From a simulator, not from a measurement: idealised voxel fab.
process module | voxel fin reveal
cross-section cut | 270 nm wide | cells 5 nm
A cross-section is a grid of square cells, given in bands from the top down. A band is one or more rows of cells.
Each band's line starts with the height of the band's top and of its bottom, in nm. Then come its materials from left to right, each with its width in nm. One material with "throughout" fills the band from edge to edge. "air" is empty space.
Height 0 is the level under which the wafer as received is all one material. The lowest band goes on downwards, as in "0 down".
A width such as "30 to 40" changes by the same amount from each row of cells to the next, from the band's top row to its bottom row.
"no change" after a step means that no cell of the cross-section changed.
closed voids: empty space of 8 cells or more with no open way to the top, each as width x height at its distance from the left edge, in nm
after a step's settings: what the simulator itself notes on the step
overlay nm, on a step with a mask: how far to the right of its planned place the mask lay; to the left if negative
plan
1 op RECEIVE | material Si
2 op CONFORMAL_DEP | material SiN | thk nm 5
3 op PATTERN | tone cover | mask id FINS | material resist | width nm 15 | pitch nm 35 | thk nm 20 | overlay nm 0
4 op DIRECTIONAL_ETCH | etch materials SiN | depth nm 5
5 op DIRECTIONAL_ETCH | etch materials Si | depth nm 35
6 op STRIP | etch materials resist
7 op OXIDIZE | depth nm 5
8 op FILL_DEP | material SiO2 | thk nm 15
9 op CMP | height nm 5
10 op SELECTIVE_ETCH | etch materials SiO2 | depth nm 20
11 op STRIP | etch materials SiN
12 op CONFORMAL_DEP | material SiO2 | thk nm 5
first wafer, as planned
as received, after step 1
  0 down: Si throughout
  closed voids: none
after step 2
  5 to 0: SiN throughout
  below 0: unchanged
after step 3
  25 to 5: air 75 | resist 15 | air 20 | resist 15 | air 20 | resist 15 | air 20 | resist 15 | air 75
  below 5: unchanged
after step 4
  25 to 5: air 75 | resist 15 | air 20 | resist 15 | air 20 | resist 15 | air 20 | resist 15 | air 75
  5 to 0: air 75 | SiN 15 | air 20 | SiN 15 | air 20 | SiN 15 | air 20 | SiN 15 | air 75
  below 0: unchanged
after step 5
  25 to 5: air 75 | resist 15 | air 20 | resist 15 | air 20 | resist 15 | air 20 | resist 15 | air 75
  5 to 0: air 75 | SiN 15 | air 20 | SiN 15 | air 20 | SiN 15 | air 20 | SiN 15 | air 75
  0 to -35: air 75 | Si 15 | air 20 | Si 15 | air 20 | Si 15 | air 20 | Si 15 | air 75
  below -35: unchanged
after step 6
  5 to 0: air 75 | SiN 15 | air 20 | SiN 15 | air 20 | SiN 15 | air 20 | SiN 15 | air 75
  below 0: unchanged
after step 7
  5 to 0: air 75 | SiN 15 | air 20 | SiN 15 | air 20 | SiN 15 | air 20 | SiN 15 | air 75
  0 to -35: air 75 | SiO2 5 | Si 5 | SiO2 5 | air 20 | SiO2 5 | Si 5 | SiO2 5 | air 20 | SiO2 5 | Si 5 | SiO2 5 | air 20 | SiO2 5 | Si 5 | SiO2 5 | air 75
  -35 to -40: SiO2 80 | Si 5 | SiO2 30 | Si 5 | SiO2 30 | Si 5 | SiO2 30 | Si 5 | SiO2 80
  below -40: unchanged
after step 8
  20 to 5: SiO2 throughout
  5 to 0: SiO2 75 | SiN 15 | SiO2 20 | SiN 15 | SiO2 20 | SiN 15 | SiO2 20 | SiN 15 | SiO2 75
  0 to -40: SiO2 80 | Si 5 | SiO2 30 | Si 5 | SiO2 30 | Si 5 | SiO2 30 | Si 5 | SiO2 80
  below -40: unchanged
after step 9
  5 to 0: SiO2 75 | SiN 15 | SiO2 20 | SiN 15 | SiO2 20 | SiN 15 | SiO2 20 | SiN 15 | SiO2 75
  below 0: unchanged
after step 10
  5 to 0: air 75 | SiN 15 | air 20 | SiN 15 | air 20 | SiN 15 | air 20 | SiN 15 | air 75
  0 to -15: air 80 | Si 5 | air 30 | Si 5 | air 30 | Si 5 | air 30 | Si 5 | air 80
  below -15: unchanged
after step 11
  0 to -15: air 80 | Si 5 | air 30 | Si 5 | air 30 | Si 5 | air 30 | Si 5 | air 80
  below -15: unchanged
after step 12
  5 to 0: air 75 | SiO2 15 | air 20 | SiO2 15 | air 20 | SiO2 15 | air 20 | SiO2 15 | air 75
  0 to -10: air 75 | SiO2 5 | Si 5 | SiO2 5 | air 20 | SiO2 5 | Si 5 | SiO2 5 | air 20 | SiO2 5 | Si 5 | SiO2 5 | air 20 | SiO2 5 | Si 5 | SiO2 5 | air 75
  -10 to -40: SiO2 80 | Si 5 | SiO2 30 | Si 5 | SiO2 30 | Si 5 | SiO2 30 | Si 5 | SiO2 80
  below -40: unchanged
second wafer: like start, like plan, one mistake. Through step 2 it matches the first wafer
when step 3 should have ended
  25 to 5: air 75 | resist 20 | air 15 | resist 20 | air 15 | resist 20 | air 15 | resist 20 | air 70
  below 5: unchanged
when step 4 should have ended
  25 to 5: air 75 | resist 20 | air 15 | resist 20 | air 15 | resist 20 | air 15 | resist 20 | air 70
  5 to 0: air 75 | SiN 20 | air 15 | SiN 20 | air 15 | SiN 20 | air 15 | SiN 20 | air 70
  below 0: unchanged
when step 5 should have ended
  25 to 5: air 75 | resist 20 | air 15 | resist 20 | air 15 | resist 20 | air 15 | resist 20 | air 70
  5 to 0: air 75 | SiN 20 | air 15 | SiN 20 | air 15 | SiN 20 | air 15 | SiN 20 | air 70
  0 to -35: air 75 | Si 20 | air 15 | Si 20 | air 15 | Si 20 | air 15 | Si 20 | air 70
  below -35: unchanged
when step 6 should have ended
  5 to 0: air 75 | SiN 20 | air 15 | SiN 20 | air 15 | SiN 20 | air 15 | SiN 20 | air 70
  below 0: unchanged
when step 7 should have ended
  5 to 0: air 75 | SiN 20 | air 15 | SiN 20 | air 15 | SiN 20 | air 15 | SiN 20 | air 70
  0 to -35: air 75 | SiO2 5 | Si 10 | SiO2 5 | air 15 | SiO2 5 | Si 10 | SiO2 5 | air 15 | SiO2 5 | Si 10 | SiO2 5 | air 15 | SiO2 5 | Si 10 | SiO2 5 | air 70
  -35 to -40: SiO2 80 | Si 10 | SiO2 25 | Si 10 | SiO2 25 | Si 10 | SiO2 25 | Si 10 | SiO2 75
  below -40: unchanged
when step 8 should have ended
  20 to 5: SiO2 throughout
  5 to 0: SiO2 75 | SiN 20 | SiO2 15 | SiN 20 | SiO2 15 | SiN 20 | SiO2 15 | SiN 20 | SiO2 70
  0 to -40: SiO2 80 | Si 10 | SiO2 25 | Si 10 | SiO2 25 | Si 10 | SiO2 25 | Si 10 | SiO2 75
  below -40: unchanged
when step 9 should have ended
  5 to 0: SiO2 75 | SiN 20 | SiO2 15 | SiN 20 | SiO2 15 | SiN 20 | SiO2 15 | SiN 20 | SiO2 70
  below 0: unchanged
when step 10 should have ended
  5 to 0: air 75 | SiN 20 | air 15 | SiN 20 | air 15 | SiN 20 | air 15 | SiN 20 | air 70
  0 to -15: air 80 | Si 10 | air 25 | Si 10 | air 25 | Si 10 | air 25 | Si 10 | air 75
  below -15: unchanged
when step 11 should have ended
  0 to -15: air 80 | Si 10 | air 25 | Si 10 | air 25 | Si 10 | air 25 | Si 10 | air 75
  below -15: unchanged
when step 12 should have ended
  5 to 0: air 75 | SiO2 20 | air 15 | SiO2 20 | air 15 | SiO2 20 | air 15 | SiO2 20 | air 70
  0 to -10: air 75 | SiO2 5 | Si 10 | SiO2 5 | air 15 | SiO2 5 | Si 10 | SiO2 5 | air 15 | SiO2 5 | Si 10 | SiO2 5 | air 15 | SiO2 5 | Si 10 | SiO2 5 | air 70
  -10 to -40: SiO2 80 | Si 10 | SiO2 25 | Si 10 | SiO2 25 | Si 10 | SiO2 25 | Si 10 | SiO2 75
  below -40: unchanged
what went wrong: step 3 ran as: op PATTERN | tone cover | mask id FINS | material resist | width nm 20 | pitch nm 35 | thk nm 20 | overlay nm 0
at the end the second wafer has, in cells: 32 more of Si | 20 fewer of SiO2
